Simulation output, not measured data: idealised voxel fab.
Title: Process Module voxel wiring stack
Square cell edge 5 nm, section width 205 nm, ID cut.
Cross-section = grid of square cells, listed top down in bands; band = one or more rows.
Read a band's entry like this: the first values are the height of its top and the height of its bottom in nm, and what follows is the sequence of materials from left to right, each with its width in nm. Note that "air" is empty space, and that a single material marked "throughout" reaches across the band from edge to edge.
Note: height 0 marks the level under which the wafer is uniformly one material as received. Lowest band unbounded below, written "0 nm and below".
The expression "30 to 40" gives the width at the extremes of the band, the first number at its top row of cells and the second at its bottom row, with the width changing by equal amounts from each row to the next in between.
"nothing was modified" means the step left every cell of the cross-section as it was.
Empty spaces without an open route to the top, at least 8 cells in extent, make up the entry "Voids, enclosed"; each is given as width x height at distance, where the distance is measured from the left edge, and all are in nm.
It should be noted that, on the line of a given step, the content following the step's settings is a remark produced by the simulator itself with respect to that step.
When a step includes a mask, the "overlay nm" setting on its line states how far to the right of its planned place that mask lay, and negative values state how far to the left.
-- So here's the lineup of process steps we planned
1: RECEIVE | material Si
2: CONFORMAL_DEP | material SiO2 | thk nm 15
3: CONFORMAL_DEP | material SiCN | thk nm 5
4: DIRECTIONAL_DEP | material lowk | thk nm 25
5: DIRECTIONAL_DEP | material aC | thk nm 10
6: PATTERN | tone open | mask id METAL_1 | material resist | width nm 25 | pitch nm 50 | thk nm 30 | overlay nm 0
7: DIRECTIONAL_ETCH | etch materials aC | depth nm 10
8: STRIP | etch materials resist
9: DIRECTIONAL_ETCH | etch materials lowk | depth nm 25
10: DIRECTIONAL_ETCH | etch materials SiCN | depth nm 5
11: STRIP | etch materials aC
12: CONFORMAL_DEP | material TiN | thk nm 5
13: FILL_DEP | material Cu | thk nm 10
14: CMP | height nm 45
15: CONFORMAL_DEP | material SiCN | thk nm 5
16: DIRECTIONAL_DEP | material lowk | thk nm 15
17: DIRECTIONAL_DEP | material aC | thk nm 15
18: PATTERN | tone open | mask id PLUG_1 | material resist | width nm 15 | pitch nm 50 | thk nm 30 | overlay nm 0
19: DIRECTIONAL_ETCH | etch materials aC | depth nm 15
20: STRIP | etch materials resist
21: DIRECTIONAL_ETCH | etch materials lowk | depth nm 15
22: DIRECTIONAL_ETCH | etch materials SiCN | depth nm 5
23: STRIP | etch materials aC
24: CONFORMAL_DEP | material TiN | thk nm 5
25: FILL_DEP | material Ru | thk nm 5
26: CMP | height nm 65
27: DIRECTIONAL_DEP | material TiN | thk nm 5
28: DIRECTIONAL_DEP | material W | thk nm 20
29: MASKED_ETCH | tone cover | mask id METAL_2 | width nm 25 | pitch nm 50 | etch materials W | depth nm 20 | overlay nm -15
30: MASKED_ETCH | tone cover | mask id METAL_2 | width nm 25 | pitch nm 50 | etch materials TiN | depth nm 5 | overlay nm 0
31: FILL_DEP | material SiO2 | thk nm 5
32: CMP | height nm 90
33: CONFORMAL_DEP | material SiN | thk nm 5
Variable across wafers: step 29 overlay nm (plan value is that of the first wafer; starting state common to all).
-- The first of several wafers, as received after step 1, seen in section
    0 nm and below = Si throughout
    Voids, enclosed: none
-- After the module's final step, step 33: the first of several wafers in cross-section
    95 nm to 90 nm = SiN throughout
    90 nm to 70 nm = SiO2=25 / W=25 / SiO2=25 / W=25 / SiO2=25 / W=25 / SiO2=55
    70 nm to 65 nm = SiO2=25 / TiN=40 / SiO2=10 / TiN=40 / SiO2=10 / TiN=40 / SiO2=40
    65 nm to 50 nm = lowk=40 / TiN=5 / Ru=5 / TiN=5 / lowk=35 / TiN=5 / Ru=5 / TiN=5 / lowk=35 / TiN=5 / Ru=5 / TiN=5 / lowk=50
    50 nm to 45 nm = SiCN=40 / TiN=15 / SiCN=35 / TiN=15 / SiCN=35 / TiN=15 / SiCN=50
    45 nm to 20 nm = lowk=40 / TiN=5 / Cu=15 / TiN=5 / lowk=25 / TiN=5 / Cu=15 / TiN=5 / lowk=25 / TiN=5 / Cu=15 / TiN=5 / lowk=40
    20 nm to 15 nm = SiCN=40 / TiN=25 / SiCN=25 / TiN=25 / SiCN=25 / TiN=25 / SiCN=40
    15 nm to 0 nm = SiO2 throughout
    0 nm and below = Si throughout
    Voids, enclosed: none
-- A cross-section through the last wafer at the close of the module
    95 nm to 90 nm = SiN throughout
    90 nm to 70 nm = SiO2=55 / W=25 / SiO2=25 / W=25 / SiO2=25 / W=25 / SiO2=25
    70 nm to 65 nm = SiO2=40 / TiN=40 / SiO2=10 / TiN=40 / SiO2=10 / TiN=40 / SiO2=25
    65 nm to 50 nm = lowk=40 / TiN=5 / Ru=5 / TiN=5 / lowk=35 / TiN=5 / Ru=5 / TiN=5 / lowk=35 / TiN=5 / Ru=5 / TiN=5 / lowk=50
    50 nm to 45 nm = SiCN=40 / TiN=15 / SiCN=35 / TiN=15 / SiCN=35 / TiN=15 / SiCN=50
    45 nm to 20 nm = lowk=40 / TiN=5 / Cu=15 / TiN=5 / lowk=25 / TiN=5 / Cu=15 / TiN=5 / lowk=25 / TiN=5 / Cu=15 / TiN=5 / lowk=40
    20 nm to 15 nm = SiCN=40 / TiN=25 / SiCN=25 / TiN=25 / SiCN=25 / TiN=25 / SiCN=40
    15 nm to 0 nm = SiO2 throughout
    0 nm and below = Si throughout
    Voids, enclosed: none
-- What follows is a table in which each wafer occupies a row; for the wafer as it stands at the close of the module, the row states, material by material, how many cells have been gained (+) or lost (-) since receipt, and then gives its closed voids
overlay nm -15 | +45 Cu | +9 Ru | +58 SiCN | +41 SiN | +244 SiO2 | +96 TiN | +60 W | +226 lowk | Voids, enclosed: none
overlay nm -10 | +45 Cu | +9 Ru | +58 SiCN | +41 SiN | +247 SiO2 | +93 TiN | +60 W | +226 lowk | Voids, enclosed: none
overlay nm -5 | +45 Cu | +9 Ru | +58 SiCN | +41 SiN | +250 SiO2 | +90 TiN | +60 W | +226 lowk | Voids, enclosed: none
overlay nm 0 | +45 Cu | +9 Ru | +58 SiCN | +41 SiN | +253 SiO2 | +87 TiN | +60 W | +226 lowk | Voids, enclosed: none
overlay nm 5 | +45 Cu | +9 Ru | +58 SiCN | +41 SiN | +250 SiO2 | +90 TiN | +60 W | +226 lowk | Voids, enclosed: none
overlay nm 10 | +45 Cu | +9 Ru | +58 SiCN | +41 SiN | +247 SiO2 | +93 TiN | +60 W | +226 lowk | Voids, enclosed: none
overlay nm 15 | +45 Cu | +9 Ru | +58 SiCN | +41 SiN | +244 SiO2 | +96 TiN | +60 W | +226 lowk | Voids, enclosed: none
